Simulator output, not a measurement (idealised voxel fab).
A process module follows: voxel wiring stack.
Shown is cross-section cut, with a width of 270 nm and square cells of size 5 nm.
Throughout this document, each cross-section is represented as a grid of square cells and is presented as a sequence of bands enumerated from the top downward, where a band comprises one or more rows of cells.
A band entry consists of two parts. The first gives the height of the band's top and the height of its bottom, in nm. The rest lists the band's materials from left to right, each with its width in nm. A single material labelled with the word "all across" fills the band from edge to edge, and the word "air" marks empty space.
The level at which height equals 0 is the one under which the wafer, as it arrives, is entirely one material. No lower edge exists for the bottom band, which continues downward and is notated as in "z 0 and below".
The width entry "30 to 40" should be interpreted row by row: the top row of cells in the band takes the first number, the bottom row takes the second number, and the change between adjacent rows is uniform throughout.
Any step labelled "no change" changed none of the cells in the cross-section.
This entry, "Closed internal voids", enumerates those empty regions of no fewer than 8 cells that possess no open connection to the top. Each region is reported in the form width x height at distance, the distance being taken from the left edge, with all three quantities expressed in nm.
Text after the settings on a step's line: the simulator's own remark on that step.
Regarding "overlay nm": on a step with a mask, it is the distance the mask lay to the right of its planned place; a negative value places it to the left.
### The following list gives the planned process steps
step 1: RECEIVE with material Si
step 2: CONFORMAL_DEP with material SiO2, thk nm 10
step 3: DIRECTIONAL_DEP with material TiN, thk nm 5
step 4: DIRECTIONAL_DEP with material W, thk nm 15
step 5: MASKED_ETCH with tone cover, mask id METAL_1, width nm 25, pitch nm 40, etch materials W, depth nm 15, overlay nm 0
step 6: MASKED_ETCH with tone cover, mask id METAL_1, width nm 25, pitch nm 40, etch materials TiN, depth nm 5, overlay nm 0
step 7: FILL_DEP with material lowk, thk nm 10
step 8: CMP with height nm 30
step 9: CONFORMAL_DEP with material SiCN, thk nm 5
step 10: DIRECTIONAL_DEP with material SiO2, thk nm 10
step 11: DIRECTIONAL_DEP with material aC, thk nm 15
step 12: PATTERN with tone open, mask id PLUG_1, material resist, width nm 15, pitch nm 40, thk nm 30, overlay nm 0
step 13: DIRECTIONAL_ETCH with etch materials aC, depth nm 15
step 14: STRIP with etch materials resist
step 15: DIRECTIONAL_ETCH with etch materials SiO2, depth nm 10
step 16: DIRECTIONAL_ETCH with etch materials SiCN, depth nm 5
step 17: STRIP with etch materials aC
step 18: CONFORMAL_DEP with material TiN, thk nm 5
step 19: FILL_DEP with material W, thk nm 5
step 20: CMP with height nm 45
step 21: CONFORMAL_DEP with material SiCN, thk nm 5
step 22: DIRECTIONAL_DEP with material SiO2, thk nm 15
step 23: MASKED_ETCH with tone open, mask id METAL_2, width nm 25, pitch nm 40, etch materials SiO2, depth nm 15, overlay nm 0
step 24: MASKED_ETCH with tone open, mask id METAL_2, width nm 25, pitch nm 40, etch materials SiCN, depth nm 5, overlay nm 0
step 25: CONFORMAL_DEP with material TiN, thk nm 5
step 26: FILL_DEP with material Cu, thk nm 5
step 27: CMP with height nm 65
step 28: CONFORMAL_DEP with material SiCN, thk nm 5
step 29: DIRECTIONAL_DEP with material lowk, thk nm 35
step 30: DIRECTIONAL_DEP with material aC, thk nm 15
step 31: PATTERN with tone open, mask id METAL_3_HOLES, material resist, width nm 15, pitch nm 40, thk nm 30, overlay nm 0
step 32: DIRECTIONAL_ETCH with etch materials aC, depth nm 15
step 33: STRIP with etch materials resist
step 34: DIRECTIONAL_ETCH with etch materials lowk, depth nm 35
step 35: STRIP with etch materials aC
step 36: DIRECTIONAL_DEP with material aC, thk nm 15
step 37: PATTERN with tone open, mask id METAL_3, material resist, width nm 25, pitch nm 40, thk nm 35, overlay nm 0
step 38: DIRECTIONAL_ETCH with etch materials aC, depth nm 15
step 39: STRIP with etch materials resist
step 40: DIRECTIONAL_ETCH with etch materials lowk, depth nm 20
step 41: DIRECTIONAL_ETCH with etch materials SiCN, depth nm 5
step 42: STRIP with etch materials aC
step 43: CONFORMAL_DEP with material TiN, thk nm 5
step 44: FILL_DEP with material Ru, thk nm 5
step 45: CMP with height nm 105
step 46: CONFORMAL_DEP with material SiCN, thk nm 5
step 47: DIRECTIONAL_DEP with material SiO2, thk nm 25
step 48: PATTERN with tone open, mask id METAL_4, material resist, width nm 25, pitch nm 40, thk nm 15, overlay nm 0
step 49: DIRECTIONAL_ETCH with etch materials SiO2, depth nm 15
step 50: STRIP with etch materials resist
step 51: DIRECTIONAL_DEP with material aC, thk nm 15
step 52: PATTERN with tone open, mask id METAL_4_HOLES, material resist, width nm 15, pitch nm 80, thk nm 35, overlay nm 0
step 53: DIRECTIONAL_ETCH with etch materials aC, depth nm 15
step 54: STRIP with etch materials resist
step 55: DIRECTIONAL_ETCH with etch materials SiO2, depth nm 10
step 56: DIRECTIONAL_ETCH with etch materials SiCN, depth nm 5
step 57: STRIP with etch materials aC
step 58: CONFORMAL_DEP with material TiN, thk nm 5
step 59: FILL_DEP with material Ru, thk nm 5
step 60: CMP with height nm 135
step 61: CONFORMAL_DEP with material SiN, thk nm 5
### Incoming wafer, cross-sectional view, post step 1
> z 0 and below | Si all across
> Closed internal voids: none
### Post-module cross-section of the first of two wafers (run per plan)
> z 140 to 135 | SiN all across
> z 135 to 125 | SiO2=80 | TiN=5 | Ru=15 | TiN=5 | SiO2=15 | TiN=5 | Ru=15 | TiN=5 | SiO2=15 | TiN=5 | Ru=15 | TiN=5 | SiO2=85
> z 125 to 120 | SiO2=80 | TiN=5 | Ru=5 | TiN=15 | SiO2=15 | TiN=25 | SiO2=15 | TiN=5 | Ru=5 | TiN=15 | SiO2=85
> z 120 to 110 | SiO2=80 | TiN=5 | Ru=5 | TiN=5 | SiO2=65 | TiN=5 | Ru=5 | TiN=5 | SiO2=95
> z 110 to 105 | SiCN=80 | TiN=15 | SiCN=65 | TiN=15 | SiCN=95
> z 105 to 90 | lowk=80 | TiN=5 | Ru=15 | TiN=5 | lowk=15 | TiN=5 | Ru=15 | TiN=5 | lowk=15 | TiN=5 | Ru=15 | TiN=5 | lowk=85
> z 90 to 85 | lowk=80 | TiN=5 | Ru=5 | TiN=15 | lowk=15 | TiN=5 | Ru=5 | TiN=15 | lowk=15 | TiN=5 | Ru=5 | TiN=15 | lowk=85
> z 85 to 70 | lowk=80 | TiN=5 | Ru=5 | TiN=5 | lowk=25 | TiN=5 | Ru=5 | TiN=5 | lowk=25 | TiN=5 | Ru=5 | TiN=5 | lowk=95
> z 70 to 65 | SiCN=80 | TiN=15 | SiCN=25 | TiN=15 | SiCN=25 | TiN=15 | SiCN=95
> z 65 to 50 | SiO2=80 | TiN=5 | Cu=15 | TiN=5 | SiO2=15 | TiN=5 | Cu=15 | TiN=5 | SiO2=15 | TiN=5 | Cu=15 | TiN=5 | SiO2=85
> z 50 to 45 | SiCN=80 | TiN=25 | SiCN=15 | TiN=25 | SiCN=15 | TiN=25 | SiCN=85
> z 45 to 35 | SiO2=80 | TiN=5 | W=5 | TiN=5 | SiO2=25 | TiN=5 | W=5 | TiN=5 | SiO2=25 | TiN=5 | W=5 | TiN=5 | SiO2=95
> z 35 to 30 | SiCN=80 | TiN=15 | SiCN=25 | TiN=15 | SiCN=25 | TiN=15 | SiCN=95
> z 30 to 15 | lowk=80 | W=25 | lowk=15 | W=25 | lowk=15 | W=25 | lowk=85
> z 15 to 10 | lowk=80 | TiN=25 | lowk=15 | TiN=25 | lowk=15 | TiN=25 | lowk=85
> z 10 to 0 | SiO2 all across
> z 0 and below | Si all across
> Closed internal voids: none
### Wafer two, sectioned after the module: the first wafer's start, the first wafer's plan, and one mistake in how it was run
> z 140 to 135 | SiN all across
> z 135 to 125 | SiO2=80 | TiN=5 | Ru=15 | TiN=5 | SiO2=15 | TiN=5 | Ru=15 | TiN=5 | SiO2=15 | TiN=5 | Ru=15 | TiN=5 | SiO2=85
> z 125 to 120 | SiO2=80 | TiN=5 | Ru=5 | TiN=15 | SiO2=15 | TiN=25 | SiO2=15 | TiN=5 | Ru=5 | TiN=15 | SiO2=85
> z 120 to 110 | SiO2=80 | TiN=5 | Ru=5 | TiN=5 | SiO2=65 | TiN=5 | Ru=5 | TiN=5 | SiO2=95
> z 110 to 105 | SiCN=80 | TiN=15 | SiCN=65 | TiN=15 | SiCN=95
> z 105 to 90 | lowk=80 | TiN=5 | Ru=15 | TiN=5 | lowk=15 | TiN=5 | Ru=15 | TiN=5 | lowk=15 | TiN=5 | Ru=15 | TiN=5 | lowk=85
> z 90 to 85 | lowk=80 | TiN=5 | Ru=5 | TiN=15 | lowk=15 | TiN=5 | Ru=5 | TiN=15 | lowk=15 | TiN=5 | Ru=5 | TiN=15 | lowk=85
> z 85 to 70 | lowk=80 | TiN=5 | Ru=5 | TiN=5 | lowk=25 | TiN=5 | Ru=5 | TiN=5 | lowk=25 | TiN=5 | Ru=5 | TiN=5 | lowk=95
> z 70 to 65 | SiCN=80 | TiN=15 | SiCN=25 | TiN=15 | SiCN=25 | TiN=15 | SiCN=95
> z 65 to 50 | SiO2=80 | TiN=5 | Cu=15 | TiN=5 | SiO2=15 | TiN=5 | Cu=15 | TiN=5 | SiO2=15 | TiN=5 | Cu=15 | TiN=5 | SiO2=85
> z 50 to 45 | SiCN=80 | TiN=25 | SiCN=15 | TiN=25 | SiCN=15 | TiN=25 | SiCN=85
> z 45 to 35 | SiO2=75 | TiN=5 | W=15 | TiN=5 | SiO2=15 | TiN=5 | W=15 | TiN=5 | SiO2=15 | TiN=5 | W=15 | TiN=5 | SiO2=90
> z 35 to 30 | SiCN=75 | TiN=25 | SiCN=15 | TiN=25 | SiCN=15 | TiN=25 | SiCN=90
> z 30 to 15 | lowk=80 | W=25 | lowk=15 | W=25 | lowk=15 | W=25 | lowk=85
> z 15 to 10 | lowk=80 | TiN=25 | lowk=15 | TiN=25 | lowk=15 | TiN=25 | lowk=85
> z 10 to 0 | SiO2 all across
> z 0 and below | Si all across
> Closed internal voids: none
What broke from the plan during processing? step 12 was processed under conditions differing from the plan, specifically as PATTERN with tone open, mask id PLUG_1, material resist, width nm 25, pitch nm 40, thk nm 30, overlay nm 0
Final difference in cells, second wafer against first, listed per material as more or fewer: -6 SiCN | -12 SiO2 | +6 TiN | +12 W
